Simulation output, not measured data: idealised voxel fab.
The process module that follows is named voxel self aligned contacts.
Square cells of 5 nm make up the cross-section cut, whose width is 295 nm.
Notation: cross-section as square-cell grid; stated in bands, top first, going down; one or more cell rows per band. Quick guide to a band line: top height, bottom height (nm) up front; then every material left to right with its width in nm. Only one material and it's marked "throughout"? Then it fills the band edge to edge. And "air" just means empty space. Heads up on the height convention: 0 is the point under which the incoming wafer is all one material, and the lowest band has no bottom, it just keeps going down, like "0 nm and below". With a width like "30 to 40", each row of cells in the band differs from the next by the same amount, the top row carrying the first number and the bottom row the second. When a step is marked "identical to before", none of the cells in the cross-section changed during that step. This entry, "Closed cavity list", enumerates those empty regions of no fewer than 8 cells that possess no open connection to the top. Each region is reported in the form width x height at distance, the distance being taken from the left edge, with all three quantities expressed in nm. That trailing text on a step's line, after the settings, is the simulator's own remark on the step. overlay nm: step with mask; distance mask lay right of planned place; negative value = left of planned place.
List of planned process steps
- 1: RECEIVE (material Si)
- 2: CONFORMAL_DEP (material SiO2; thk nm 5)
- 3: DIRECTIONAL_DEP (material polySi; thk nm 20)
- 4: DIRECTIONAL_DEP (material SiN; thk nm 25)
- 5: DIRECTIONAL_DEP (material aC; thk nm 15)
- 6: PATTERN (tone cover; mask id GATE; material resist; width nm 25; pitch nm 65; thk nm 30; overlay nm 0)
- 7: DIRECTIONAL_ETCH (etch materials aC; depth nm 15)
- 8: STRIP (etch materials resist)
- 9: DIRECTIONAL_ETCH (etch materials SiN; depth nm 25)
- 10: DIRECTIONAL_ETCH (etch materials polySi; depth nm 20)
- 11: STRIP (etch materials aC)
- 12: CONFORMAL_DEP (material SiN; thk nm 10)
- 13: DIRECTIONAL_ETCH (etch materials SiN; depth nm 10)
- 14: FILL_DEP (material SiO2; thk nm 15)
- 15: CMP (height nm 60)
- 16: DIRECTIONAL_DEP (material aC; thk nm 10)
- 17: PATTERN (tone open; mask id CONTACT; material resist; width nm 50; pitch nm 65; thk nm 25; overlay nm 0)
- 18: DIRECTIONAL_ETCH (etch materials aC; depth nm 10)
- 19: STRIP (etch materials resist)
- 20: DIRECTIONAL_ETCH (etch materials SiO2; depth nm 60)
- 21: STRIP (etch materials aC)
- 22: CONFORMAL_DEP (material TiN; thk nm 5)
- 23: FILL_DEP (material Ru; thk nm 10)
- 24: CMP (height nm 60)
- 25: CONFORMAL_DEP (material SiN; thk nm 5)
Cross-section of the wafer at receipt, which is the condition after step 1
- 0 nm and below = Si throughout
- Closed cavity list: none
Final cross-section, module run with one mistake (start and plan as above)
- 65 nm to 60 nm = SiN throughout
- 60 nm to 55 nm = 90 nm SiO2; 5 nm TiN; 40 nm Ru; 5 nm TiN; 15 nm SiO2; 5 nm TiN; 40 nm Ru; 5 nm TiN; 90 nm SiO2
- 55 nm to 50 nm = 90 nm SiO2; 50 nm TiN; 15 nm SiO2; 50 nm TiN; 90 nm SiO2
- 50 nm to 25 nm = 55 nm SiO2; 55 nm SiN; 10 nm TiN; 55 nm SiN; 10 nm TiN; 55 nm SiN; 55 nm SiO2
- 25 nm to 5 nm = 55 nm SiO2; 10 nm SiN; 35 nm polySi; 10 nm SiN; 10 nm TiN; 10 nm SiN; 35 nm polySi; 10 nm SiN; 10 nm TiN; 10 nm SiN; 35 nm polySi; 10 nm SiN; 55 nm SiO2
- 5 nm to 0 nm = 110 nm SiO2; 10 nm TiN; 55 nm SiO2; 10 nm TiN; 110 nm SiO2
- 0 nm and below = Si throughout
- Closed cavity list: none
Misprocessing identified: step 6 was run on a setting that differed from the plan, and what really ran there is PATTERN (tone cover; mask id GATE; material resist; width nm 35; pitch nm 65; thk nm 30; overlay nm 0)
